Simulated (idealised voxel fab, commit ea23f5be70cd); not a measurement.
process module | voxel gate over fins
cross-section cut | 155 nm wide | cells 5 nm
A cross-section is a grid of square cells, given in bands from the top down. A band is one or more rows of cells.
Each band's line starts with the height of the band's top and of its bottom, in nm. Then come its materials from left to right, each with its width in nm. One material with "throughout" fills the band from edge to edge. "air" is empty space.
Height 0 is the level under which the wafer as received is all one material. The lowest band goes on downwards, as in "0 down".
A width such as "30 to 40" changes by the same amount from each row of cells to the next, from the band's top row to its bottom row.
"no change" after a step means that no cell of the cross-section changed.
closed voids: empty space of 8 cells or more with no open way to the top, each as width x height at its distance from the left edge, in nm
after a step's settings: what the simulator itself notes on the step
overlay nm, on a step with a mask: how far to the right of its planned place the mask lay; to the left if negative
plan
1 op RECEIVE | material Si
2 op CONFORMAL_DEP | material SiN | thk nm 10
3 op MASKED_ETCH | tone cover | mask id FINS | width nm 15 | pitch nm 40 | etch materials SiN | depth nm 10 | overlay nm 0
4 op MASKED_ETCH | tone cover | mask id FINS | width nm 15 | pitch nm 40 | etch materials Si | depth nm 40 | overlay nm 0
5 op OXIDIZE | depth nm 5
6 op FILL_DEP | material SiO2 | thk nm 10
7 op CMP | height nm 10
8 op SELECTIVE_ETCH | etch materials SiO2 | depth nm 25
9 op STRIP | etch materials SiN
10 op CONFORMAL_DEP | material HfO2 | thk nm 5
11 op CONFORMAL_DEP | material TiN | thk nm 5
12 op CONFORMAL_DEP | material TiAl | thk nm 5
13 op CONFORMAL_DEP | material TiN | thk nm 5
14 op FILL_DEP | material W | thk nm 10
15 op CMP | height nm 25
16 op CONFORMAL_DEP | material SiCN | thk nm 5
varied across the wafers: thk nm of step 10. The plan shows the first wafer's value. All wafers start alike
first wafer as received, after step 1
  0 down: Si throughout
  closed voids: none
first wafer at the end, after step 16
  30 to 25: SiCN throughout
  25 to 20: W throughout
  20 to 15: W 35 | TiN 85 | W 35
  15 to 10: W 35 | TiN 5 | TiAl 35 | TiN 5 | TiAl 35 | TiN 5 | W 35
  10 to 5: W 35 | TiN 5 | TiAl 5 | TiN 25 | TiAl 5 | TiN 5 | TiAl 5 | TiN 25 | TiAl 5 | TiN 5 | W 35
  5 to 0: TiN 40 | TiAl 5 | TiN 5 | HfO2 15 | TiN 5 | TiAl 5 | TiN 5 | TiAl 5 | TiN 5 | HfO2 15 | TiN 5 | TiAl 5 | TiN 40
  0 to -5: TiAl 45 | TiN 5 | HfO2 5 | Si 5 | HfO2 5 | TiN 5 | TiAl 15 | TiN 5 | HfO2 5 | Si 5 | HfO2 5 | TiN 5 | TiAl 45
  -5 to -10: TiN 50 | HfO2 5 | Si 5 | HfO2 5 | TiN 25 | HfO2 5 | Si 5 | HfO2 5 | TiN 50
  -10 to -15: HfO2 55 | Si 5 | HfO2 35 | Si 5 | HfO2 55
  -15 to -45: SiO2 55 | Si 5 | SiO2 35 | Si 5 | SiO2 55
  -45 down: Si throughout
  closed voids: none
last wafer at the end
  30 to 25: SiCN throughout
  25 to 20: W 20 | TiN 5 | TiAl 5 | TiN 95 | TiAl 5 | TiN 5 | W 20
  20 to 15: TiN 25 | TiAl 5 | TiN 5 | HfO2 85 | TiN 5 | TiAl 5 | TiN 25
  15 to 10: TiAl 30 | TiN 5 | HfO2 85 | TiN 5 | TiAl 30
  10 to 5: TiN 35 | HfO2 85 | TiN 35
  5 to 0: HfO2 throughout
  0 to -15: HfO2 55 | Si 5 | HfO2 35 | Si 5 | HfO2 55
  -15 to -45: SiO2 55 | Si 5 | SiO2 35 | Si 5 | SiO2 55
  -45 down: Si throughout
  closed voids: none
each wafer at the end: cells of each material gained (+) or lost (-) since it was received, then its closed voids
thk nm 5 | +43 HfO2 | -261 Si | +31 SiCN | +174 SiO2 | +43 TiAl | +83 TiN | +73 W | closed voids: none
thk nm 10 | +86 HfO2 | -261 Si | +31 SiCN | +174 SiO2 | +40 TiAl | +80 TiN | +36 W | closed voids: none
thk nm 15 | +129 HfO2 | -261 Si | +31 SiCN | +174 SiO2 | +37 TiAl | +56 TiN | +20 W | closed voids: none
thk nm 20 | +169 HfO2 | -261 Si | +31 SiCN | +174 SiO2 | +16 TiAl | +49 TiN | +8 W | closed voids: none
